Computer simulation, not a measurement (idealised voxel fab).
Proc. module: voxel capacitor over wiring
Cross-sectional view cut (width: 295 nm; square cell size: 5 nm).
Heads up, the way a cross-section reads in here is a grid of square cells, handed over as bands from the top down, with every band being one or more rows of cells. The entry gives the band's vertical extent as a top height and a bottom height in nm, then its horizontal make-up as materials from left to right, each with a width in nm. "empty" stands for empty space; a single material marked "full width" fills the band edge to edge. The reference from which all heights are counted is 0, the level beneath which the as-received wafer is entirely one material; the lowest band, having no lower bound, proceeds downward and is written after the example "0 and below". Read "30 to 40" as a graded width: first number on top, second number at the bottom, same change between each pair of neighbouring rows. "remained unchanged" means the step left every cell of the cross-section as it was. You'll see "Internal closed voids" listing empty spaces that have no way open to the top, as long as they're 8 cells or more; the notation is width x height at distance, where the distance is from the left edge, and all of it is in nm. Whatever follows a step's settings on its line is a remark the simulator itself makes about that step. overlay nm: mask right of planned place by this much (step with mask). Neg. = left.

**Planned step list for the process**
1. RECEIVE with material Si
2. CONFORMAL_DEP with material SiO2, thk nm 15
3. CONFORMAL_DEP with material SiCN, thk nm 5
4. DIRECTIONAL_DEP with material lowk, thk nm 15
5. DIRECTIONAL_DEP with material aC, thk nm 10
6. PATTERN with tone open, mask id METAL_1, material resist, width nm 20, pitch nm 85, thk nm 30, overlay nm 0
7. DIRECTIONAL_ETCH with etch materials aC, depth nm 10
8. STRIP with etch materials resist
9. DIRECTIONAL_ETCH with etch materials lowk, depth nm 15
10. DIRECTIONAL_ETCH with etch materials SiCN, depth nm 5
11. STRIP with etch materials aC
12. CONFORMAL_DEP with material TiN, thk nm 5
13. FILL_DEP with material Cu, thk nm 10
14. CMP with height nm 35
15. CONFORMAL_DEP with material SiCN, thk nm 5
16. DIRECTIONAL_DEP with material SiO2, thk nm 20
17. PATTERN with tone open, mask id PLUG_1, material resist, width nm 15, thk nm 20, overlay nm 0
18. DIRECTIONAL_ETCH with etch materials SiO2, depth nm 20
19. DIRECTIONAL_ETCH with etch materials SiCN, depth nm 5
20. STRIP with etch materials resist
21. EPI with material Ru, thk nm 10
22. EPI with material Ru, thk nm 10
23. EPI with material Ru, thk nm 5
24. DIRECTIONAL_DEP with material TiN, thk nm 5
25. DIRECTIONAL_DEP with material HfO2, thk nm 5
26. DIRECTIONAL_DEP with material TiN, thk nm 5
27. DIRECTIONAL_DEP with material aC, thk nm 15
28. PATTERN with tone cover, mask id UPPER_PLATE, material resist, width nm 70, thk nm 35, overlay nm 0
29. DIRECTIONAL_ETCH with etch materials aC, depth nm 15
30. STRIP with etch materials resist
31. DIRECTIONAL_ETCH with etch materials TiN, depth nm 5
32. DIRECTIONAL_ETCH with etch materials HfO2, depth nm 5
33. STRIP with etch materials aC
34. DIRECTIONAL_DEP with material aC, thk nm 15
35. PATTERN with tone cover, mask id LOWER_PLATE, material resist, width nm 80, thk nm 35, overlay nm 0
36. DIRECTIONAL_ETCH with etch materials aC, depth nm 15
37. STRIP with etch materials resist
38. DIRECTIONAL_ETCH with etch materials TiN, depth nm 5
39. STRIP with etch materials aC
40. FILL_DEP with material SiO2, thk nm 20
41. CMP with height nm 90
42. DIRECTIONAL_DEP with material aC, thk nm 15
43. PATTERN with tone open, mask id PLUG_2, material resist, width nm 15, thk nm 35, overlay nm 0
44. DIRECTIONAL_ETCH with etch materials aC, depth nm 15
45. STRIP with etch materials resist
46. DIRECTIONAL_ETCH with etch materials SiO2, depth nm 15
47. STRIP with etch materials aC
48. CONFORMAL_DEP with material TiN, thk nm 5
49. FILL_DEP with material Cu, thk nm 10
50. CMP with height nm 90
51. CONFORMAL_DEP with material SiCN, thk nm 5

**Cross-sectional view of the wafer in its as-received condition, corresponding to the state after step 1**
    0 and below  Si full width
    Internal closed voids: none

**First of two wafers at the end of the module, shown in cross-section; run carried out as planned**
    95 down to 90  SiCN full width
    90 down to 80  110 of SiO2 | 5 of TiN | 5 of Cu | 5 of TiN | 170 of SiO2
    80 down to 70  110 to 100 of SiO2 | 15 to 70 of TiN | 170 to 125 of SiO2
    70 down to 65  100 of SiO2 | 70 of HfO2 | 125 of SiO2
    65 down to 60  95 of SiO2 | 80 of TiN | 120 of SiO2
    60 down to 40  100 of SiO2 | 15 of Ru | 180 of SiO2
    40 down to 35  100 of SiCN | 15 of Ru | 180 of SiCN
    35 down to 20  95 of lowk | 5 of TiN | 10 of Cu | 5 of TiN | 65 of lowk | 5 of TiN | 10 of Cu | 5 of TiN | 95 of lowk
    20 down to 15  95 of SiCN | 20 of TiN | 65 of SiCN | 20 of TiN | 95 of SiCN
    15 down to 0  SiO2 full width
    0 and below  Si full width
    Internal closed voids: none

**Second wafer cross-section at end of module - shared start and plan with the first, one mistake in the run**
    95 down to 90  SiCN full width
    90 down to 85  110 of SiO2 | 5 of TiN | 55 of HfO2 | 125 of SiO2
    85 down to 80  95 of SiO2 | 5 of TiN | 10 of SiO2 | 65 of TiN | 120 of SiO2
    80 down to 70  110 to 100 of SiO2 | 5 to 15 of TiN | 180 of SiO2
    70 down to 65  100 of SiO2 | 15 of HfO2 | 180 of SiO2
    65 down to 60  100 of SiO2 | 15 of TiN | 180 of SiO2
    60 down to 40  SiO2 full width
    40 down to 35  SiCN full width
    35 down to 20  95 of lowk | 5 of TiN | 10 of Cu | 5 of TiN | 65 of lowk | 5 of TiN | 10 of Cu | 5 of TiN | 95 of lowk
    20 down to 15  95 of SiCN | 20 of TiN | 65 of SiCN | 20 of TiN | 95 of SiCN
    15 down to 0  SiO2 full width
    0 and below  Si full width
    Internal closed voids: none
Where did the run depart from the plan? twice, step 16 of the plan was run
End check, counted in cells, second wafer has more or fewer of these materials than the first: Cu: 2 fewer; Ru: 15 fewer; SiCN: 3 more; SiO2: 29 more; TiN: 15 fewer
